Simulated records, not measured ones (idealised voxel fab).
Documented hereafter: the process module known as voxel transistor to metal.
Section shown: cut. Width: 185 nm. Cell size: 5 nm, square.
In what follows, cross-sections appear as grids of square cells, described through bands that run from the top down, where every band is one or more rows of cells.
Per band: top height and bottom height in nm, followed by the left-to-right materials and their widths in nm; "all across" marks a single material spanning edge to edge, "blank" marks empty space.
For the purposes of this specification, 0 denotes the height below which the wafer in its as-received condition is composed wholly of one material, and the lowermost band, lacking a lower limit, extends downward without end, as expressed in "z 0 and below".
Graded width ("30->40"): value in top row of band = first number; value in bottom row = second number; row-to-row change constant.
Given "everything unchanged" for a step, no cell of the cross-section differs between before and after that step.
Reported under the label "Sealed void list" are the empty spaces having no open way to the top and comprising 8 cells or more; the notation for each is width x height at distance, in which the distance is measured from the left edge and all three values are in nm.
Where a step's line continues beyond its settings, the continuation is a remark by the simulator itself on that step.
overlay nm: right-of-plan distance of the mask on a masked step; negative values mean left-of-plan.
# Process steps - plan
step 1: RECEIVE, material Si
step 2: CONFORMAL_DEP, material SiO2, thk nm 5
step 3: CONFORMAL_DEP, material SiN, thk nm 10
step 4: DIRECTIONAL_DEP, material aC, thk nm 10
step 5: PATTERN, tone cover, mask id ACTIVE, material resist, width nm 100, thk nm 25, overlay nm 0
step 6: DIRECTIONAL_ETCH, etch materials aC, depth nm 10
step 7: STRIP, etch materials resist
step 8: DIRECTIONAL_ETCH, etch materials SiN, depth nm 10
step 9: DIRECTIONAL_ETCH, etch materials SiO2, depth nm 5
step 10: DIRECTIONAL_ETCH, etch materials Si, depth nm 25
step 11: STRIP, etch materials aC
step 12: OXIDIZE, depth nm 5
step 13: FILL_DEP, material SiO2, thk nm 5
step 14: CMP, height nm 15
step 15: SELECTIVE_ETCH, etch materials SiO2, depth nm 5
step 16: STRIP, etch materials SiN
step 17: SELECTIVE_ETCH, etch materials SiO2, depth nm 5
step 18: OXIDIZE, depth nm 5
step 19: DIRECTIONAL_DEP, material polySi, thk nm 30
step 20: DIRECTIONAL_DEP, material SiCN, thk nm 15
step 21: DIRECTIONAL_DEP, material aC, thk nm 15
step 22: PATTERN, tone cover, mask id GATE, material resist, width nm 30, thk nm 35, overlay nm 0
step 23: DIRECTIONAL_ETCH, etch materials aC, depth nm 15
step 24: STRIP, etch materials resist
step 25: DIRECTIONAL_ETCH, etch materials SiCN, depth nm 25
step 26: DIRECTIONAL_ETCH, etch materials polySi, depth nm 40
step 27: STRIP, etch materials aC
step 28: CONFORMAL_DEP, material SiN, thk nm 5
step 29: DIRECTIONAL_ETCH, etch materials SiN, depth nm 5
step 30: DIRECTIONAL_ETCH, etch materials SiO2, depth nm 5
step 31: DIRECTIONAL_ETCH, etch materials Si, depth nm 10
step 32: EPI, material SiGe, thk nm 10
step 33: FILL_DEP, material SiO2, thk nm 5
step 34: CMP, height nm 30
step 35: STRIP, etch materials polySi
step 36: SELECTIVE_ETCH, etch materials SiO2, depth nm 5
step 37: CONFORMAL_DEP, material HfO2, thk nm 5
step 38: CONFORMAL_DEP, material TiN, thk nm 5
step 39: FILL_DEP, material W, thk nm 5
step 40: CMP, height nm 25
step 41: DIRECTIONAL_DEP, material SiO2, thk nm 15
step 42: PATTERN, tone open, mask id CONTACT, material resist, width nm 15, pitch nm 75, thk nm 20, overlay nm 0
step 43: DIRECTIONAL_ETCH, etch materials SiO2, depth nm 45
step 44: STRIP, etch materials resist
step 45: CONFORMAL_DEP, material TiN, thk nm 5
step 46: FILL_DEP, material W, thk nm 10
step 47: CMP, height nm 40
step 48: CONFORMAL_DEP, material SiCN, thk nm 5
step 49: DIRECTIONAL_DEP, material lowk, thk nm 15
step 50: MASKED_ETCH, tone open, mask id METAL_1, width nm 15, pitch nm 75, etch materials lowk, depth nm 15, overlay nm 0
step 51: MASKED_ETCH, tone open, mask id METAL_1, width nm 15, pitch nm 75, etch materials SiCN, depth nm 5, overlay nm 0
step 52: CONFORMAL_DEP, material TiN, thk nm 5
step 53: FILL_DEP, material Cu, thk nm 5
step 54: CMP, height nm 60
step 55: CONFORMAL_DEP, material SiCN, thk nm 5
step 56: DIRECTIONAL_DEP, material lowk, thk nm 35
step 57: DIRECTIONAL_DEP, material aC, thk nm 10
step 58: PATTERN, tone open, mask id METAL_2, material resist, width nm 15, pitch nm 75, thk nm 25, overlay nm 0
step 59: DIRECTIONAL_ETCH, etch materials aC, depth nm 10
step 60: STRIP, etch materials resist
step 61: DIRECTIONAL_ETCH, etch materials lowk, depth nm 20
step 62: STRIP, etch materials aC
step 63: DIRECTIONAL_DEP, material aC, thk nm 15
step 64: PATTERN, tone open, mask id METAL_2_HOLES, material resist, width nm 15, pitch nm 75, thk nm 30, overlay nm 0
step 65: DIRECTIONAL_ETCH, etch materials aC, depth nm 15
step 66: STRIP, etch materials resist
step 67: DIRECTIONAL_ETCH, etch materials lowk, depth nm 15
step 68: DIRECTIONAL_ETCH, etch materials SiCN, depth nm 5
step 69: STRIP, etch materials aC
step 70: CONFORMAL_DEP, material TiN, thk nm 5
step 71: FILL_DEP, material Cu, thk nm 10
step 72: CMP, height nm 100
step 73: CONFORMAL_DEP, material SiCN, thk nm 5
# As-received state of the wafer in cross-section, equivalent to post-step 1
	z 0 and below  Si all across
	Sealed void list: none
# End-of-module cross-section. Starting structure and process plan as above; one mistake made in running it
	z 105 to 100  SiCN all across
	z 100 to 65  lowk 45, TiN 5, Cu 5, TiN 5, lowk 60, TiN 5, Cu 5, TiN 5, lowk 50
	z 65 to 60  SiCN 45, TiN 15, SiCN 60, TiN 15, SiCN 50
	z 60 to 45  lowk 45, TiN 5, Cu 5, TiN 5, lowk 60, TiN 5, Cu 5, TiN 5, lowk 50
	z 45 to 40  SiCN 45, TiN 15, SiCN 60, TiN 15, SiCN 50
	z 40 to 25  SiO2 45, TiN 5, W 5, TiN 5, SiO2 60, TiN 5, W 5, TiN 5, SiO2 50
	z 25 to 5  SiO2 45, TiN 5, W 5, TiN 5, SiO2 10, SiN 5, TiN 5, HfO2 5, W 10, HfO2 5, TiN 5, SiN 5, SiO2 10, TiN 5, W 5, TiN 5, SiO2 50
	z 5 to 0  SiO2 35, SiN 5, SiO2 5, TiN 5, W 5, TiN 5, SiGe 10, SiN 5, TiN 5, HfO2 20, TiN 5, SiN 5, SiGe 10, TiN 5, W 5, TiN 5, SiO2 5, SiN 5, SiO2 40
	z 0 to -5  SiO2 45, TiN 15, SiGe 10, TiN 40, SiGe 10, TiN 15, SiO2 50
	z -5 to -15  SiO2 45, SiGe 25, Si 40, SiGe 25, SiO2 50
	z -15 to -30  SiO2 45, Si 90, SiO2 50
	z -30 and below  Si all across
	Sealed void list: none
Deviation noted in wafer processing: mixed up steps 37 and 38 - ran each in the other's place
